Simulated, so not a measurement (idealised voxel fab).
process module | voxel released beams
cross-section cut | 255 nm wide | cells 5 nm
A cross-section is a grid of square cells, given in bands from the top down. A band is one or more rows of cells.
Each band's line starts with the height of the band's top and of its bottom, in nm. Then come its materials from left to right, each with its width in nm. One material with "throughout" fills the band from edge to edge. "air" is empty space.
Height 0 is the level under which the wafer as received is all one material. The lowest band goes on downwards, as in "0 down".
A width such as "30 to 40" changes by the same amount from each row of cells to the next, from the band's top row to its bottom row.
"no change" after a step means that no cell of the cross-section changed.
closed voids: empty space of 8 cells or more with no open way to the top, each as width x height at its distance from the left edge, in nm
after a step's settings: what the simulator itself notes on the step
overlay nm, on a step with a mask: how far to the right of its planned place the mask lay; to the left if negative
plan
1 op RECEIVE | material Si
2 op CONFORMAL_DEP | material Al2O3 | thk nm 10
3 op DIRECTIONAL_DEP | material SiO2 | thk nm 15
4 op DIRECTIONAL_DEP | material aC | thk nm 15
5 op PATTERN | tone open | mask id ANCHOR | material resist | width nm 45 | thk nm 30 | overlay nm 0
6 op DIRECTIONAL_ETCH | etch materials aC | depth nm 15
7 op STRIP | etch materials resist
8 op DIRECTIONAL_ETCH | etch materials SiO2 | depth nm 15
9 op STRIP | etch materials aC
10 op CONFORMAL_DEP | material polySi | thk nm 15
11 op PATTERN | tone cover | mask id BEAM | material resist | width nm 110 | thk nm 20 | overlay nm 0
12 op DIRECTIONAL_ETCH | etch materials polySi | depth nm 15
13 op STRIP | etch materials resist
14 op STRIP | etch materials SiO2
first wafer, as planned
as received, after step 1
  0 down: Si throughout
  closed voids: none
after step 2
  10 to 0: Al2O3 throughout
  below 0: unchanged
after step 3
  25 to 10: SiO2 throughout
  below 10: unchanged
after step 4
  40 to 25: aC throughout
  below 25: unchanged
after step 5
  70 to 40: resist 75 | air 45 | resist 135
  below 40: unchanged
after step 6
  55 to 40: resist 75 | air 45 | resist 135
  40 to 25: aC 75 | air 45 | aC 135
  below 25: unchanged
after step 7
  40 to 25: aC 75 | air 45 | aC 135
  below 25: unchanged
after step 8
  40 to 25: aC 75 | air 45 | aC 135
  25 to 10: SiO2 75 | air 45 | SiO2 135
  below 10: unchanged
after step 9
  25 to 10: SiO2 75 | air 45 | SiO2 135
  below 10: unchanged
after step 10
  40 to 25: polySi 90 | air 15 | polySi 150
  25 to 10: SiO2 75 | polySi 45 | SiO2 135
  below 10: unchanged
after step 11
  60 to 40: air 70 | resist 110 | air 75
  40 to 25: polySi 90 | resist 15 | polySi 150
  below 25: unchanged
after step 12
  60 to 40: air 70 | resist 110 | air 75
  40 to 25: air 70 | polySi 20 | resist 15 | polySi 75 | air 75
  below 25: unchanged
after step 13
  40 to 25: air 70 | polySi 20 | air 15 | polySi 75 | air 75
  below 25: unchanged
after step 14
  40 to 25: air 70 | polySi 20 | air 15 | polySi 75 | air 75
  25 to 10: air 75 | polySi 45 | air 135
  below 10: unchanged
second wafer: like start, like plan, one mistake. Through step 10 it matches the first wafer
when step 11 should have ended
  60 to 40: air 75 | resist 110 | air 70
  40 to 25: polySi 90 | resist 15 | polySi 150
  below 25: unchanged
when step 12 should have ended
  60 to 40: air 75 | resist 110 | air 70
  40 to 25: air 75 | polySi 15 | resist 15 | polySi 80 | air 70
  below 25: unchanged
when step 13 should have ended
  40 to 25: air 75 | polySi 15 | air 15 | polySi 80 | air 70
  below 25: unchanged
when step 14 should have ended
  40 to 25: air 75 | polySi 15 | air 15 | polySi 80 | air 70
  25 to 10: air 75 | polySi 45 | air 135
  below 10: unchanged
what went wrong: step 11 ran as: op PATTERN | tone cover | mask id BEAM | material resist | width nm 110 | thk nm 20 | overlay nm 5
at the end the second wafer has, in cells: as many of each material as the first, in other places
